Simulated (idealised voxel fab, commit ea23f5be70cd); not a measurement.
Documented hereafter: the process module known as voxel capacitor over wiring.
The width of the displayed cross-section, cut, is 200 nm; its cells are square, with a size of 5 nm.
A cross-section in this document is a grid of square cells, and it is written down as bands, the top band listed before the ones below it; a band is made up of one or more rows of cells.
It is stipulated that each band's entry specify, in nanometres, the height of the top of the band and then that of its bottom, followed by the materials of the band in left-to-right sequence, each together with its width in nanometres. A single material marked by the word "full width" is understood to fill the band from edge to edge; the word "air" is understood to denote empty space.
Height datum 0, below which the as-received substrate wafer is one material. Lowest band open at the bottom, running downward: "z 0 and below".
It should be noted that a width expressed as "30..40" varies in equal increments from row to row of cells within the band, taking the value of the first number at the top row and that of the second number at the bottom row.
A step reported as "left unchanged" is a step in which no cell of the cross-section changed.
Any empty space of 8 cells or more lacking an open way to the top shows up in "Unvented internal voids" as width x height at distance, distance from the left edge, in nm.
On a step's line, text after the settings is the simulator commenting on that step.
The setting "overlay nm" may be written on the line of a step. When the step uses a mask, the value reports how far to the right of the planned place the mask lay, and a negative value reports that it lay to the left.

STEPS IN THE PROCESS PLAN
1. RECEIVE [material Si]
2. CONFORMAL_DEP [material SiO2] [thk nm 15]
3. DIRECTIONAL_DEP [material TiN] [thk nm 5]
4. DIRECTIONAL_DEP [material Ru] [thk nm 15]
5. MASKED_ETCH [tone cover] [mask id METAL_1] [width nm 25] [pitch nm 85] [etch materials Ru] [depth nm 15] [overlay nm 0]
6. MASKED_ETCH [tone cover] [mask id METAL_1] [width nm 25] [pitch nm 85] [etch materials TiN] [depth nm 5] [overlay nm 0]
7. FILL_DEP [material lowk] [thk nm 10]
8. CMP [height nm 35]
9. CONFORMAL_DEP [material SiCN] [thk nm 5]
10. DIRECTIONAL_DEP [material lowk] [thk nm 20]
11. MASKED_ETCH [tone open] [mask id PLUG_1] [width nm 15] [etch materials lowk] [depth nm 20] [overlay nm 0]
12. MASKED_ETCH [tone open] [mask id PLUG_1] [width nm 15] [etch materials SiCN] [depth nm 5] [overlay nm 0]
13. EPI [material Ru] [thk nm 10]
14. EPI [material Ru] [thk nm 10]
15. EPI [material Ru] [thk nm 5]
16. DIRECTIONAL_DEP [material TiN] [thk nm 10]
17. DIRECTIONAL_DEP [material Al2O3] [thk nm 5]
18. DIRECTIONAL_DEP [material TiN] [thk nm 5]
19. PATTERN [tone cover] [mask id UPPER_PLATE] [material resist] [width nm 65] [thk nm 15] [overlay nm 0]
20. DIRECTIONAL_ETCH [etch materials TiN] [depth nm 5]
21. DIRECTIONAL_ETCH [etch materials Al2O3] [depth nm 5]
22. STRIP [etch materials resist]
23. PATTERN [tone cover] [mask id LOWER_PLATE] [material resist] [width nm 75] [thk nm 20] [overlay nm 0]
24. DIRECTIONAL_ETCH [etch materials TiN] [depth nm 10]
25. STRIP [etch materials resist]
26. FILL_DEP [material SiO2] [thk nm 15]
27. CMP [height nm 90]
28. DIRECTIONAL_DEP [material aC] [thk nm 15]
29. PATTERN [tone open] [mask id PLUG_2] [material resist] [width nm 15] [thk nm 30] [overlay nm 0]
30. DIRECTIONAL_ETCH [etch materials aC] [depth nm 15]
31. STRIP [etch materials resist]
32. DIRECTIONAL_ETCH [etch materials SiO2] [depth nm 10]
33. STRIP [etch materials aC]
34. CONFORMAL_DEP [material TiN] [thk nm 5]
35. FILL_DEP [material W] [thk nm 10]
36. CMP [height nm 90]
37. CONFORMAL_DEP [material SiCN] [thk nm 5]

CROSS-SECTIONAL VIEW OF THE WAFER IN ITS AS-RECEIVED CONDITION, CORRESPONDING TO THE STATE AFTER STEP 1
* z 0 and below | Si full width
* Unvented internal voids: none

HERE'S THE CROSS-SECTION OF THE FIRST OF OUR TWO WAFERS AT THE END OF THE MODULE - IT RAN AS PLANNED
* z 95 to 90 | SiCN full width
* z 90 to 85 | SiO2 (65), then TiN (5), then W (5), then TiN (5), then SiO2 (120)
* z 85 to 75 | SiO2 (65..55), then TiN (15..65), then SiO2 (120..80)
* z 75 to 70 | SiO2 (55), then Al2O3 (65), then SiO2 (80)
* z 70 to 60 | SiO2 (50), then TiN (75), then SiO2 (75)
* z 60 to 40 | lowk (55), then Ru (15), then lowk (130)
* z 40 to 35 | SiCN (55), then Ru (15), then SiCN (130)
* z 35 to 20 | lowk (45), then Ru (25), then lowk (60), then Ru (25), then lowk (45)
* z 20 to 15 | lowk (45), then TiN (25), then lowk (60), then TiN (25), then lowk (45)
* z 15 to 0 | SiO2 full width
* z 0 and below | Si full width
* Unvented internal voids: none

SECOND WAFER OF THE TWO, SECTIONED AT THE END OF THE MODULE. IT BEGAN LIKE THE FIRST AND FOLLOWED THE SAME PLAN, BUT ONE MISTAKE WAS MADE WHILE RUNNING IT
* z 95 to 90 | SiCN full width
* z 90 to 85 | W (60), then TiN (5), then SiO2 (15), then TiN (5), then W (115)
* z 85 to 80 | TiN (65), then SiO2 (15), then TiN (120)
* z 80 to 75 | SiO2 (55), then TiN (65), then SiO2 (80)
* z 75 to 70 | SiO2 (55), then Al2O3 (65), then SiO2 (80)
* z 70 to 60 | SiO2 (50), then TiN (75), then SiO2 (75)
* z 60 to 40 | lowk (55), then Ru (15), then lowk (130)
* z 40 to 35 | SiCN (55), then Ru (15), then SiCN (130)
* z 35 to 20 | lowk (45), then Ru (25), then lowk (60), then Ru (25), then lowk (45)
* z 20 to 15 | lowk (45), then TiN (25), then lowk (60), then TiN (25), then lowk (45)
* z 15 to 0 | SiO2 full width
* z 0 and below | Si full width
* Unvented internal voids: none
Run error: step 29 off recipe, ran as PATTERN [tone cover] [mask id PLUG_2] [material resist] [width nm 15] [thk nm 30] [overlay nm 0]
Final cells, second wafer relative to first, materials higher or lower: 68 fewer of SiO2, 34 more of TiN, 34 more of W
